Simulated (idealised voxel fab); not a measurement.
This is a process module. Its name is voxel gate over fins.
Shown is cross-section cut, with a width of 140 nm and square cells of size 5 nm.
When this document writes out a cross-section, it uses a grid of square cells and lists it as bands, beginning at the top and moving down, with a band standing for one or more rows of cells.
Read a band's entry like this: the first values are the height of its top and the height of its bottom in nm, and what follows is the sequence of materials from left to right, each with its width in nm. Note that "empty" is empty space, and that a single material marked "all across" reaches across the band from edge to edge.
All heights in this document are referenced to 0, defined as the level beneath which the wafer, as received, consists entirely of one material. The lowest band is not bounded below; it extends indefinitely downward and is written in the form "0 down".
Graded width ("30->40"): value in top row of band = first number; value in bottom row = second number; row-to-row change constant.
Step note "no modification" = no cross-section cell changed.
Empty spaces without an open route to the top, at least 8 cells in extent, make up the entry "Cavities, sealed"; each is given as width x height at distance, where the distance is measured from the left edge, and all are in nm.
Post-settings text on a step line: simulator's own remark regarding the step.
The "overlay nm" setting may appear on a step's line; for a step that uses a mask, it gives how far to the right of its planned position the mask lay, and a negative value indicates the left.
Each pair of cross-sections that follows straddles one process step: the one shows the state before the step, the other the state after it, down to the lowest band that changed and no further. The step in question, and its settings, are given under the pair. Note that a pair is not necessarily a continuation of the pair above it, since pairs can come from different runs of this module on the same starting wafer; it is a continuation only where its entry headed "Before step" says so.
Before step
	0 down  Si all across
	Cavities, sealed: none
State After Step
	5 to 0  SiN all across
	Nothing below the height 0 has changed.
	Cavities, sealed: none
What step was run between the cross-section before it and the cross-section after it, both above? CONFORMAL_DEP (material SiN; thk nm 5)
Before step: the wafer arrives at this step looking as the after cross-section in the pair just above shows it.
State After Step
	20 to 5  40 nm empty / 15 nm resist / 30 nm empty / 15 nm resist / 40 nm empty
	Nothing below the height 5 has changed.
	Cavities, sealed: none
What step was run between the cross-section before it and the cross-section after it, both above? PATTERN (tone cover; mask id FINS; material resist; width nm 15; pitch nm 45; thk nm 15; overlay nm 0)
Before step: the wafer arrives at this step looking as the after cross-section in the pair just above shows it.
State After Step
	20 to 5  40 nm empty / 15 nm resist / 30 nm empty / 15 nm resist / 40 nm empty
	5 to 0  40 nm empty / 15 nm SiN / 30 nm empty / 15 nm SiN / 40 nm empty
	Nothing below the height 0 has changed.
	Cavities, sealed: none
What step was run between the cross-section before it and the cross-section after it, both above? DIRECTIONAL_ETCH (etch materials SiN; depth nm 5)
Before step: the wafer arrives at this step looking as the after cross-section in the pair just above shows it.
State After Step
	20 to 5  40 nm empty / 15 nm resist / 30 nm empty / 15 nm resist / 40 nm empty
	5 to 0  40 nm empty / 15 nm SiN / 30 nm empty / 15 nm SiN / 40 nm empty
	0 to -30  40 nm empty / 15 nm Si / 30 nm empty / 15 nm Si / 40 nm empty
	Nothing below the height -30 has changed.
	Cavities, sealed: none
What step was run between the cross-section before it and the cross-section after it, both above? DIRECTIONAL_ETCH (etch materials Si; depth nm 30)
Before step: the wafer arrives at this step looking as the after cross-section in the pair just above shows it.
State After Step
	5 to 0  40 nm empty / 15 nm SiN / 30 nm empty / 15 nm SiN / 40 nm empty
	Nothing below the height 0 has changed.
	Cavities, sealed: none
What step was run between the cross-section before it and the cross-section after it, both above? STRIP (etch materials resist)
Before step: the wafer arrives at this step looking as the after cross-section in the pair just above shows it.
State After Step
	5 to 0  40 nm empty / 15 nm SiN / 30 nm empty / 15 nm SiN / 40 nm empty
	0 to -30  40 nm empty / 5 nm SiO2 / 5 nm Si / 5 nm SiO2 / 30 nm empty / 5 nm SiO2 / 5 nm Si / 5 nm SiO2 / 40 nm empty
	-30 to -35  45 nm SiO2 / 5 nm Si / 40 nm SiO2 / 5 nm Si / 45 nm SiO2
	Nothing below the height -35 has changed.
	Cavities, sealed: none
What step was run between the cross-section before it and the cross-section after it, both above? OXIDIZE (depth nm 5)
Before step: the wafer arrives at this step looking as the after cross-section in the pair just above shows it.
State After Step
	20 to 5  SiO2 all across
	5 to 0  40 nm SiO2 / 15 nm SiN / 30 nm SiO2 / 15 nm SiN / 40 nm SiO2
	0 to -35  45 nm SiO2 / 5 nm Si / 40 nm SiO2 / 5 nm Si / 45 nm SiO2
	Nothing below the height -35 has changed.
	Cavities, sealed: none
What step was run between the cross-section before it and the cross-section after it, both above? FILL_DEP (material SiO2; thk nm 15)
Before step: the wafer arrives at this step looking as the after cross-section in the pair just above shows it.
State After Step
	5 to 0  40 nm SiO2 / 15 nm SiN / 30 nm SiO2 / 15 nm SiN / 40 nm SiO2
	Nothing below the height 0 has changed.
	Cavities, sealed: none
What step was run between the cross-section before it and the cross-section after it, both above? CMP (height nm 5)
Before step: the wafer arrives at this step looking as the after cross-section in the pair just above shows it.
State After Step
	5 to 0  40 nm empty / 15 nm SiN / 30 nm empty / 15 nm SiN / 40 nm empty
	0 to -15  45 nm empty / 5 nm Si / 40 nm empty / 5 nm Si / 45 nm empty
	Nothing below the height -15 has changed.
	Cavities, sealed: none
What step was run between the cross-section before it and the cross-section after it, both above? SELECTIVE_ETCH (etch materials SiO2; depth nm 20)
Before step: the wafer arrives at this step looking as the after cross-section in the pair just above shows it.
State After Step
	0 to -15  45 nm empty / 5 nm Si / 40 nm empty / 5 nm Si / 45 nm empty
	Nothing below the height -15 has changed.
	Cavities, sealed: none
What step was run between the cross-section before it and the cross-section after it, both above? STRIP (etch materials SiN)
Before step: the wafer arrives at this step looking as the after cross-section in the pair just above shows it.
State After Step
	5 to 0  40 nm empty / 15 nm HfO2 / 30 nm empty / 15 nm HfO2 / 40 nm empty
	0 to -10  40 nm empty / 5 nm HfO2 / 5 nm Si / 5 nm HfO2 / 30 nm empty / 5 nm HfO2 / 5 nm Si / 5 nm HfO2 / 40 nm empty
	-10 to -15  45 nm HfO2 / 5 nm Si / 40 nm HfO2 / 5 nm Si / 45 nm HfO2
	Nothing below the height -15 has changed.
	Cavities, sealed: none
What step was run between the cross-section before it and the cross-section after it, both above? CONFORMAL_DEP (material HfO2; thk nm 5)
Before step: the wafer arrives at this step looking as the after cross-section in the pair just above shows it.
State After Step
	10 to 5  35 nm empty / 25 nm TiN / 20 nm empty / 25 nm TiN / 35 nm empty
	5 to 0  35 nm empty / 5 nm TiN / 15 nm HfO2 / 5 nm TiN / 20 nm empty / 5 nm TiN / 15 nm HfO2 / 5 nm TiN / 35 nm empty
	0 to -5  35 nm empty / 5 nm TiN / 5 nm HfO2 / 5 nm Si / 5 nm HfO2 / 5 nm TiN / 20 nm empty / 5 nm TiN / 5 nm HfO2 / 5 nm Si / 5 nm HfO2 / 5 nm TiN / 35 nm empty
	-5 to -10  40 nm TiN / 5 nm HfO2 / 5 nm Si / 5 nm HfO2 / 30 nm TiN / 5 nm HfO2 / 5 nm Si / 5 nm HfO2 / 40 nm TiN
	Nothing below the height -10 has changed.
	Cavities, sealed: none
What step was run between the cross-section before it and the cross-section after it, both above? CONFORMAL_DEP (material TiN; thk nm 5)
Before step: the wafer arrives at this step looking as the after cross-section in the pair just above shows it.
State After Step
	15 to 10  30 nm empty / 35 nm TiAl / 10 nm empty / 35 nm TiAl / 30 nm empty
	10 to 5  30 nm empty / 5 nm TiAl / 25 nm TiN / 5 nm TiAl / 10 nm empty / 5 nm TiAl / 25 nm TiN / 5 nm TiAl / 30 nm empty
	5 to 0  30 nm empty / 5 nm TiAl / 5 nm TiN / 15 nm HfO2 / 5 nm TiN / 5 nm TiAl / 10 nm empty / 5 nm TiAl / 5 nm TiN / 15 nm HfO2 / 5 nm TiN / 5 nm TiAl / 30 nm empty
	0 to -5  35 nm TiAl / 5 nm TiN / 5 nm HfO2 / 5 nm Si / 5 nm HfO2 / 5 nm TiN / 20 nm TiAl / 5 nm TiN / 5 nm HfO2 / 5 nm Si / 5 nm HfO2 / 5 nm TiN / 35 nm TiAl
	Nothing below the height -5 has changed.
	Cavities, sealed: none
What step was run between the cross-section before it and the cross-section after it, both above? CONFORMAL_DEP (material TiAl; thk nm 5)
Before step: the wafer arrives at this step looking as the after cross-section in the pair just above shows it.
State After Step
	20 to 15  25 nm empty / 90 nm TiN / 25 nm empty
	15 to 10  25 nm empty / 5 nm TiN / 35 nm TiAl / 10 nm TiN / 35 nm TiAl / 5 nm TiN / 25 nm empty
	10 to 5  25 nm empty / 5 nm TiN / 5 nm TiAl / 25 nm TiN / 5 nm TiAl / 10 nm TiN / 5 nm TiAl / 25 nm TiN / 5 nm TiAl / 5 nm TiN / 25 nm empty
	5 to 0  30 nm TiN / 5 nm TiAl / 5 nm TiN / 15 nm HfO2 / 5 nm TiN / 5 nm TiAl / 10 nm TiN / 5 nm TiAl / 5 nm TiN / 15 nm HfO2 / 5 nm TiN / 5 nm TiAl / 30 nm TiN
	Nothing below the height 0 has changed.
	Cavities, sealed: none
What step was run between the cross-section before it and the cross-section after it, both above? CONFORMAL_DEP (material TiN; thk nm 5)
Before step: the wafer arrives at this step looking as the after cross-section in the pair just above shows it.
State After Step
	35 to 20  W all across
	20 to 15  25 nm W / 90 nm TiN / 25 nm W
	15 to 10  25 nm W / 5 nm TiN / 35 nm TiAl / 10 nm TiN / 35 nm TiAl / 5 nm TiN / 25 nm W
	10 to 5  25 nm W / 5 nm TiN / 5 nm TiAl / 25 nm TiN / 5 nm TiAl / 10 nm TiN / 5 nm TiAl / 25 nm TiN / 5 nm TiAl / 5 nm TiN / 25 nm W
	Nothing below the height 5 has changed.
	Cavities, sealed: none
What step was run between the cross-section before it and the cross-section after it, both above? FILL_DEP (material W; thk nm 15)
Before step: the wafer arrives at this step looking as the after cross-section in the pair just above shows it.
State After Step
	30 to 20  W all across
	Nothing below the height 20 has changed.
	Cavities, sealed: none
What step was run between the cross-section before it and the cross-section after it, both above? CMP (height nm 30)
Before step: the wafer arrives at this step looking as the after cross-section in the pair just above shows it.
State After Step
	35 to 30  SiN all across
	Nothing below the height 30 has changed.
	Cavities, sealed: none
What step was run between the cross-section before it and the cross-section after it, both above? CONFORMAL_DEP (material SiN; thk nm 5)
Before step
	10 to 5  35 nm empty / 25 nm TiN / 20 nm empty / 25 nm TiN / 35 nm empty
	5 to 0  35 nm empty / 5 nm TiN / 15 nm HfO2 / 5 nm TiN / 20 nm empty / 5 nm TiN / 15 nm HfO2 / 5 nm TiN / 35 nm empty
	0 to -5  35 nm empty / 5 nm TiN / 5 nm HfO2 / 5 nm Si / 5 nm HfO2 / 5 nm TiN / 20 nm empty / 5 nm TiN / 5 nm HfO2 / 5 nm Si / 5 nm HfO2 / 5 nm TiN / 35 nm empty
	-5 to -10  40 nm TiN / 5 nm HfO2 / 5 nm Si / 5 nm HfO2 / 30 nm TiN / 5 nm HfO2 / 5 nm Si / 5 nm HfO2 / 40 nm TiN
	-10 to -15  45 nm HfO2 / 5 nm Si / 40 nm HfO2 / 5 nm Si / 45 nm HfO2
	-15 to -35  45 nm SiO2 / 5 nm Si / 40 nm SiO2 / 5 nm Si / 45 nm SiO2
	-35 down  Si all across
	Cavities, sealed: none
State After Step
	15 to 5  30 nm empty / 35 nm TiN / 10 nm empty / 35 nm TiN / 30 nm empty
	5 to 0  30 nm empty / 10 nm TiN / 15 nm HfO2 / 10 nm TiN / 10 nm empty / 10 nm TiN / 15 nm HfO2 / 10 nm TiN / 30 nm empty
	0 to -10  40 nm TiN / 5 nm HfO2 / 5 nm Si / 5 nm HfO2 / 30 nm TiN / 5 nm HfO2 / 5 nm Si / 5 nm HfO2 / 40 nm TiN
	Nothing below the height -10 has changed.
	Cavities, sealed: none
What step was run between the cross-section before it and the cross-section after it, both above? CONFORMAL_DEP (material TiN; thk nm 5)
Before step: the wafer arrives at this step looking as the after cross-section in the pair just above shows it.
State After Step
	30 to 15  W all across
	15 to 5  30 nm W / 35 nm TiN / 10 nm W / 35 nm TiN / 30 nm W
	5 to 0  30 nm W / 10 nm TiN / 15 nm HfO2 / 10 nm TiN / 10 nm W / 10 nm TiN / 15 nm HfO2 / 10 nm TiN / 30 nm W
	Nothing below the height 0 has changed.
	Cavities, sealed: none
What step was run between the cross-section before it and the cross-section after it, both above? FILL_DEP (material W; thk nm 15)
Before step: the wafer arrives at this step looking as the after cross-section in the pair just above shows it.
State After Step
	35 to 30  SiN all across
	Nothing below the height 30 has changed.
	Cavities, sealed: none
What step was run between the cross-section before it and the cross-section after it, both above? CONFORMAL_DEP (material SiN; thk nm 5)
Before step
	5 to 0  40 nm empty / 15 nm SiN / 30 nm empty / 15 nm SiN / 40 nm empty
	0 to -15  45 nm empty / 5 nm Si / 40 nm empty / 5 nm Si / 45 nm empty
	-15 to -35  45 nm SiO2 / 5 nm Si / 40 nm SiO2 / 5 nm Si / 45 nm SiO2
	-35 down  Si all across
	Cavities, sealed: none
State After Step
	5 to 0  40 nm empty / 15 nm SiN / 30 nm empty / 15 nm SiN / 40 nm empty
	0 to -35  45 nm empty / 5 nm Si / 40 nm empty / 5 nm Si / 45 nm empty
	Nothing below the height -35 has changed.
	Cavities, sealed: none
What step was run between the cross-section before it and the cross-section after it, both above? SELECTIVE_ETCH (etch materials SiO2; depth nm 20)
Before step: the wafer arrives at this step looking as the after cross-section in the pair just above shows it.
State After Step
	0 to -35  45 nm empty / 5 nm Si / 40 nm empty / 5 nm Si / 45 nm empty
	Nothing below the height -35 has changed.
	Cavities, sealed: none
What step was run between the cross-section before it and the cross-section after it, both above? STRIP (etch materials SiN)
Before step: the wafer arrives at this step looking as the after cross-section in the pair just above shows it.
State After Step
	5 to 0  40 nm empty / 15 nm HfO2 / 30 nm empty / 15 nm HfO2 / 40 nm empty
	0 to -30  40 nm empty / 5 nm HfO2 / 5 nm Si / 5 nm HfO2 / 30 nm empty / 5 nm HfO2 / 5 nm Si / 5 nm HfO2 / 40 nm empty
	-30 to -35  45 nm HfO2 / 5 nm Si / 40 nm HfO2 / 5 nm Si / 45 nm HfO2
	Nothing below the height -35 has changed.
	Cavities, sealed: none
What step was run between the cross-section before it and the cross-section after it, both above? CONFORMAL_DEP (material HfO2; thk nm 5)
Before step: the wafer arrives at this step looking as the after cross-section in the pair just above shows it.
State After Step
	10 to 5  35 nm empty / 25 nm TiN / 20 nm empty / 25 nm TiN / 35 nm empty
	5 to 0  35 nm empty / 5 nm TiN / 15 nm HfO2 / 5 nm TiN / 20 nm empty / 5 nm TiN / 15 nm HfO2 / 5 nm TiN / 35 nm empty
	0 to -25  35 nm empty / 5 nm TiN / 5 nm HfO2 / 5 nm Si / 5 nm HfO2 / 5 nm TiN / 20 nm empty / 5 nm TiN / 5 nm HfO2 / 5 nm Si / 5 nm HfO2 / 5 nm TiN / 35 nm empty
	-25 to -30  40 nm TiN / 5 nm HfO2 / 5 nm Si / 5 nm HfO2 / 30 nm TiN / 5 nm HfO2 / 5 nm Si / 5 nm HfO2 / 40 nm TiN
	Nothing below the height -30 has changed.
	Cavities, sealed: none
What step was run between the cross-section before it and the cross-section after it, both above? CONFORMAL_DEP (material TiN; thk nm 5)
Before step: the wafer arrives at this step looking as the after cross-section in the pair just above shows it.
State After Step
	15 to 10  30 nm empty / 35 nm TiAl / 10 nm empty / 35 nm TiAl / 30 nm empty
	10 to 5  30 nm empty / 5 nm TiAl / 25 nm TiN / 5 nm TiAl / 10 nm empty / 5 nm TiAl / 25 nm TiN / 5 nm TiAl / 30 nm empty
	5 to 0  30 nm empty / 5 nm TiAl / 5 nm TiN / 15 nm HfO2 / 5 nm TiN / 5 nm TiAl / 10 nm empty / 5 nm TiAl / 5 nm TiN / 15 nm HfO2 / 5 nm TiN / 5 nm TiAl / 30 nm empty
	0 to -20  30 nm empty / 5 nm TiAl / 5 nm TiN / 5 nm HfO2 / 5 nm Si / 5 nm HfO2 / 5 nm TiN / 5 nm TiAl / 10 nm empty / 5 nm TiAl / 5 nm TiN / 5 nm HfO2 / 5 nm Si / 5 nm HfO2 / 5 nm TiN / 5 nm TiAl / 30 nm empty
	-20 to -25  35 nm TiAl / 5 nm TiN / 5 nm HfO2 / 5 nm Si / 5 nm HfO2 / 5 nm TiN / 20 nm TiAl / 5 nm TiN / 5 nm HfO2 / 5 nm Si / 5 nm HfO2 / 5 nm TiN / 35 nm TiAl
	Nothing below the height -25 has changed.
	Cavities, sealed: none
What step was run between the cross-section before it and the cross-section after it, both above? CONFORMAL_DEP (material TiAl; thk nm 5)
Before step: the wafer arrives at this step looking as the after cross-section in the pair just above shows it.
State After Step
	20 to 15  25 nm empty / 90 nm TiN / 25 nm empty
	15 to 10  25 nm empty / 5 nm TiN / 35 nm TiAl / 10 nm TiN / 35 nm TiAl / 5 nm TiN / 25 nm empty
	10 to 5  25 nm empty / 5 nm TiN / 5 nm TiAl / 25 nm TiN / 5 nm TiAl / 10 nm TiN / 5 nm TiAl / 25 nm TiN / 5 nm TiAl / 5 nm TiN / 25 nm empty
	5 to 0  25 nm empty / 5 nm TiN / 5 nm TiAl / 5 nm TiN / 15 nm HfO2 / 5 nm TiN / 5 nm TiAl / 10 nm TiN / 5 nm TiAl / 5 nm TiN / 15 nm HfO2 / 5 nm TiN / 5 nm TiAl / 5 nm TiN / 25 nm empty
	0 to -15  25 nm empty / 5 nm TiN / 5 nm TiAl / 5 nm TiN / 5 nm HfO2 / 5 nm Si / 5 nm HfO2 / 5 nm TiN / 5 nm TiAl / 10 nm TiN / 5 nm TiAl / 5 nm TiN / 5 nm HfO2 / 5 nm Si / 5 nm HfO2 / 5 nm TiN / 5 nm TiAl / 5 nm TiN / 25 nm empty
	-15 to -20  30 nm TiN / 5 nm TiAl / 5 nm TiN / 5 nm HfO2 / 5 nm Si / 5 nm HfO2 / 5 nm TiN / 5 nm TiAl / 10 nm TiN / 5 nm TiAl / 5 nm TiN / 5 nm HfO2 / 5 nm Si / 5 nm HfO2 / 5 nm TiN / 5 nm TiAl / 30 nm TiN
	Nothing below the height -20 has changed.
	Cavities, sealed: none
What step was run between the cross-section before it and the cross-section after it, both above? CONFORMAL_DEP (material TiN; thk nm 5)
Before step: the wafer arrives at this step looking as the after cross-section in the pair just above shows it.
State After Step
	35 to 20  W all across
	20 to 15  25 nm W / 90 nm TiN / 25 nm W
	15 to 10  25 nm W / 5 nm TiN / 35 nm TiAl / 10 nm TiN / 35 nm TiAl / 5 nm TiN / 25 nm W
	10 to 5  25 nm W / 5 nm TiN / 5 nm TiAl / 25 nm TiN / 5 nm TiAl / 10 nm TiN / 5 nm TiAl / 25 nm TiN / 5 nm TiAl / 5 nm TiN / 25 nm W
	5 to 0  25 nm W / 5 nm TiN / 5 nm TiAl / 5 nm TiN / 15 nm HfO2 / 5 nm TiN / 5 nm TiAl / 10 nm TiN / 5 nm TiAl / 5 nm TiN / 15 nm HfO2 / 5 nm TiN / 5 nm TiAl / 5 nm TiN / 25 nm W
	0 to -15  25 nm W / 5 nm TiN / 5 nm TiAl / 5 nm TiN / 5 nm HfO2 / 5 nm Si / 5 nm HfO2 / 5 nm TiN / 5 nm TiAl / 10 nm TiN / 5 nm TiAl / 5 nm TiN / 5 nm HfO2 / 5 nm Si / 5 nm HfO2 / 5 nm TiN / 5 nm TiAl / 5 nm TiN / 25 nm W
	Nothing below the height -15 has changed.
	Cavities, sealed: none
What step was run between the cross-section before it and the cross-section after it, both above? FILL_DEP (material W; thk nm 15)
Before step: the wafer arrives at this step looking as the after cross-section in the pair just above shows it.
State After Step
	30 to 20  W all across
	Nothing below the height 20 has changed.
	Cavities, sealed: none
What step was run between the cross-section before it and the cross-section after it, both above? CMP (height nm 30)
Before step: the wafer arrives at this step looking as the after cross-section in the pair just above shows it.
State After Step
	35 to 30  SiN all across
	Nothing below the height 30 has changed.
	Cavities, sealed: none
What step was run between the cross-section before it and the cross-section after it, both above? CONFORMAL_DEP (material SiN; thk nm 5)
Before step
	0 to -15  45 nm empty / 5 nm Si / 40 nm empty / 5 nm Si / 45 nm empty
	-15 to -35  45 nm SiO2 / 5 nm Si / 40 nm SiO2 / 5 nm Si / 45 nm SiO2
	-35 down  Si all across
	Cavities, sealed: none
State After Step
	5 to 0  40 nm empty / 15 nm TiN / 30 nm empty / 15 nm TiN / 40 nm empty
	0 to -10  40 nm empty / 5 nm TiN / 5 nm Si / 5 nm TiN / 30 nm empty / 5 nm TiN / 5 nm Si / 5 nm TiN / 40 nm empty
	-10 to -15  45 nm TiN / 5 nm Si / 40 nm TiN / 5 nm Si / 45 nm TiN
	Nothing below the height -15 has changed.
	Cavities, sealed: none
What step was run between the cross-section before it and the cross-section after it, both above? CONFORMAL_DEP (material TiN; thk nm 5)
Before step: the wafer arrives at this step looking as the after cross-section in the pair just above shows it.
State After Step
	10 to 5  35 nm empty / 25 nm HfO2 / 20 nm empty / 25 nm HfO2 / 35 nm empty
	5 to 0  35 nm empty / 5 nm HfO2 / 15 nm TiN / 5 nm HfO2 / 20 nm empty / 5 nm HfO2 / 15 nm TiN / 5 nm HfO2 / 35 nm empty
	0 to -5  35 nm empty / 5 nm HfO2 / 5 nm TiN / 5 nm Si / 5 nm TiN / 5 nm HfO2 / 20 nm empty / 5 nm HfO2 / 5 nm TiN / 5 nm Si / 5 nm TiN / 5 nm HfO2 / 35 nm empty
	-5 to -10  40 nm HfO2 / 5 nm TiN / 5 nm Si / 5 nm TiN / 30 nm HfO2 / 5 nm TiN / 5 nm Si / 5 nm TiN / 40 nm HfO2
	Nothing below the height -10 has changed.
	Cavities, sealed: none
What step was run between the cross-section before it and the cross-section after it, both above? CONFORMAL_DEP (material HfO2; thk nm 5)
Before step: the wafer arrives at this step looking as the after cross-section in the pair just above shows it.
State After Step
	15 to 10  30 nm empty / 35 nm TiAl / 10 nm empty / 35 nm TiAl / 30 nm empty
	10 to 5  30 nm empty / 5 nm TiAl / 25 nm HfO2 / 5 nm TiAl / 10 nm empty / 5 nm TiAl / 25 nm HfO2 / 5 nm TiAl / 30 nm empty
	5 to 0  30 nm empty / 5 nm TiAl / 5 nm HfO2 / 15 nm TiN / 5 nm HfO2 / 5 nm TiAl / 10 nm empty / 5 nm TiAl / 5 nm HfO2 / 15 nm TiN / 5 nm HfO2 / 5 nm TiAl / 30 nm empty
	0 to -5  35 nm TiAl / 5 nm HfO2 / 5 nm TiN / 5 nm Si / 5 nm TiN / 5 nm HfO2 / 20 nm TiAl / 5 nm HfO2 / 5 nm TiN / 5 nm Si / 5 nm TiN / 5 nm HfO2 / 35 nm TiAl
	Nothing below the height -5 has changed.
	Cavities, sealed: none
What step was run between the cross-section before it and the cross-section after it, both above? CONFORMAL_DEP (material TiAl; thk nm 5)
Before step: the wafer arrives at this step looking as the after cross-section in the pair just above shows it.
State After Step
	20 to 15  25 nm empty / 90 nm TiN / 25 nm empty
	15 to 10  25 nm empty / 5 nm TiN / 35 nm TiAl / 10 nm TiN / 35 nm TiAl / 5 nm TiN / 25 nm empty
	10 to 5  25 nm empty / 5 nm TiN / 5 nm TiAl / 25 nm HfO2 / 5 nm TiAl / 10 nm TiN / 5 nm TiAl / 25 nm HfO2 / 5 nm TiAl / 5 nm TiN / 25 nm empty
	5 to 0  30 nm TiN / 5 nm TiAl / 5 nm HfO2 / 15 nm TiN / 5 nm HfO2 / 5 nm TiAl / 10 nm TiN / 5 nm TiAl / 5 nm HfO2 / 15 nm TiN / 5 nm HfO2 / 5 nm TiAl / 30 nm TiN
	Nothing below the height 0 has changed.
	Cavities, sealed: none
What step was run between the cross-section before it and the cross-section after it, both above? CONFORMAL_DEP (material TiN; thk nm 5)
Before step: the wafer arrives at this step looking as the after cross-section in the pair just above shows it.
State After Step
	35 to 20  W all across
	20 to 15  25 nm W / 90 nm TiN / 25 nm W
	15 to 10  25 nm W / 5 nm TiN / 35 nm TiAl / 10 nm TiN / 35 nm TiAl / 5 nm TiN / 25 nm W
	10 to 5  25 nm W / 5 nm TiN / 5 nm TiAl / 25 nm HfO2 / 5 nm TiAl / 10 nm TiN / 5 nm TiAl / 25 nm HfO2 / 5 nm TiAl / 5 nm TiN / 25 nm W
	Nothing below the height 5 has changed.
	Cavities, sealed: none
What step was run between the cross-section before it and the cross-section after it, both above? FILL_DEP (material W; thk nm 15)
Before step: the wafer arrives at this step looking as the after cross-section in the pair just above shows it.
State After Step
	30 to 20  W all across
	Nothing below the height 20 has changed.
	Cavities, sealed: none
What step was run between the cross-section before it and the cross-section after it, both above? CMP (height nm 30)
Before step: the wafer arrives at this step looking as the after cross-section in the pair just above shows it.
State After Step
	35 to 30  SiN all across
	Nothing below the height 30 has changed.
	Cavities, sealed: none
What step was run between the cross-section before it and the cross-section after it, both above? CONFORMAL_DEP (material SiN; thk nm 5)
Before step
	35 to 20  W all across
	20 to 15  25 nm W / 90 nm TiN / 25 nm W
	15 to 10  25 nm W / 5 nm TiN / 35 nm TiAl / 10 nm TiN / 35 nm TiAl / 5 nm TiN / 25 nm W
	10 to 5  25 nm W / 5 nm TiN / 5 nm TiAl / 25 nm TiN / 5 nm TiAl / 10 nm TiN / 5 nm TiAl / 25 nm TiN / 5 nm TiAl / 5 nm TiN / 25 nm W
	5 to 0  30 nm TiN / 5 nm TiAl / 5 nm TiN / 15 nm HfO2 / 5 nm TiN / 5 nm TiAl / 10 nm TiN / 5 nm TiAl / 5 nm TiN / 15 nm HfO2 / 5 nm TiN / 5 nm TiAl / 30 nm TiN
	0 to -5  35 nm TiAl / 5 nm TiN / 5 nm HfO2 / 5 nm Si / 5 nm HfO2 / 5 nm TiN / 20 nm TiAl / 5 nm TiN / 5 nm HfO2 / 5 nm Si / 5 nm HfO2 / 5 nm TiN / 35 nm TiAl
	-5 to -10  40 nm TiN / 5 nm HfO2 / 5 nm Si / 5 nm HfO2 / 30 nm TiN / 5 nm HfO2 / 5 nm Si / 5 nm HfO2 / 40 nm TiN
	-10 to -15  45 nm HfO2 / 5 nm Si / 40 nm HfO2 / 5 nm Si / 45 nm HfO2
	-15 to -35  45 nm SiO2 / 5 nm Si / 40 nm SiO2 / 5 nm Si / 45 nm SiO2
	-35 down  Si all across
	Cavities, sealed: none
State After Step
	20 to 15  25 nm W / 90 nm TiN / 25 nm W
	Nothing below the height 15 has changed.
	Cavities, sealed: none
What step was run between the cross-section before it and the cross-section after it, both above? CMP (height nm 20)
Before step: the wafer arrives at this step looking as the after cross-section in the pair just above shows it.
State After Step
	25 to 20  SiN all across
	Nothing below the height 20 has changed.
	Cavities, sealed: none
What step was run between the cross-section before it and the cross-section after it, both above? CONFORMAL_DEP (material SiN; thk nm 5)
Before step
	5 to 0  SiN all across
	0 down  Si all across
	Cavities, sealed: none
State After Step
	20 to 5  40 nm empty / 20 nm resist / 25 nm empty / 20 nm resist / 35 nm empty
	Nothing below the height 5 has changed.
	Cavities, sealed: none
What step was run between the cross-section before it and the cross-section after it, both above? PATTERN (tone cover; mask id FINS; material resist; width nm 20; pitch nm 45; thk nm 15; overlay nm 0)
Before step: the wafer arrives at this step looking as the after cross-section in the pair just above shows it.
State After Step
	20 to 5  40 nm empty / 20 nm resist / 25 nm empty / 20 nm resist / 35 nm empty
	5 to 0  40 nm empty / 20 nm SiN / 25 nm empty / 20 nm SiN / 35 nm empty
	Nothing below the height 0 has changed.
	Cavities, sealed: none
What step was run between the cross-section before it and the cross-section after it, both above? DIRECTIONAL_ETCH (etch materials SiN; depth nm 5)
Before step: the wafer arrives at this step looking as the after cross-section in the pair just above shows it.
State After Step
	20 to 5  40 nm empty / 20 nm resist / 25 nm empty / 20 nm resist / 35 nm empty
	5 to 0  40 nm empty / 20 nm SiN / 25 nm empty / 20 nm SiN / 35 nm empty
	0 to -30  40 nm empty / 20 nm Si / 25 nm empty / 20 nm Si / 35 nm empty
	Nothing below the height -30 has changed.
	Cavities, sealed: none
What step was run between the cross-section before it and the cross-section after it, both above? DIRECTIONAL_ETCH (etch materials Si; depth nm 30)
Before step: the wafer arrives at this step looking as the after cross-section in the pair just above shows it.
State After Step
	5 to 0  40 nm empty / 20 nm SiN / 25 nm empty / 20 nm SiN / 35 nm empty
	Nothing below the height 0 has changed.
	Cavities, sealed: none
What step was run between the cross-section before it and the cross-section after it, both above? STRIP (etch materials resist)
Before step: the wafer arrives at this step looking as the after cross-section in the pair just above shows it.
State After Step
	5 to 0  40 nm empty / 20 nm SiN / 25 nm empty / 20 nm SiN / 35 nm empty
	0 to -30  40 nm empty / 5 nm SiO2 / 10 nm Si / 5 nm SiO2 / 25 nm empty / 5 nm SiO2 / 10 nm Si / 5 nm SiO2 / 35 nm empty
	-30 to -35  45 nm SiO2 / 10 nm Si / 35 nm SiO2 / 10 nm Si / 40 nm SiO2
	Nothing below the height -35 has changed.
	Cavities, sealed: none
What step was run between the cross-section before it and the cross-section after it, both above? OXIDIZE (depth nm 5)
Before step: the wafer arrives at this step looking as the after cross-section in the pair just above shows it.
State After Step
	20 to 5  SiO2 all across
	5 to 0  40 nm SiO2 / 20 nm SiN / 25 nm SiO2 / 20 nm SiN / 35 nm SiO2
	0 to -35  45 nm SiO2 / 10 nm Si / 35 nm SiO2 / 10 nm Si / 40 nm SiO2
	Nothing below the height -35 has changed.
	Cavities, sealed: none
What step was run between the cross-section before it and the cross-section after it, both above? FILL_DEP (material SiO2; thk nm 15)
Before step: the wafer arrives at this step looking as the after cross-section in the pair just above shows it.
State After Step
	5 to 0  40 nm SiO2 / 20 nm SiN / 25 nm SiO2 / 20 nm SiN / 35 nm SiO2
	Nothing below the height 0 has changed.
	Cavities, sealed: none
What step was run between the cross-section before it and the cross-section after it, both above? CMP (height nm 5)
Before step: the wafer arrives at this step looking as the after cross-section in the pair just above shows it.
State After Step
	5 to 0  40 nm empty / 20 nm SiN / 25 nm empty / 20 nm SiN / 35 nm empty
	0 to -15  45 nm empty / 10 nm Si / 35 nm empty / 10 nm Si / 40 nm empty
	Nothing below the height -15 has changed.
	Cavities, sealed: none
What step was run between the cross-section before it and the cross-section after it, both above? SELECTIVE_ETCH (etch materials SiO2; depth nm 20)
Before step: the wafer arrives at this step looking as the after cross-section in the pair just above shows it.
State After Step
	0 to -15  45 nm empty / 10 nm Si / 35 nm empty / 10 nm Si / 40 nm empty
	Nothing below the height -15 has changed.
	Cavities, sealed: none
What step was run between the cross-section before it and the cross-section after it, both above? STRIP (etch materials SiN)
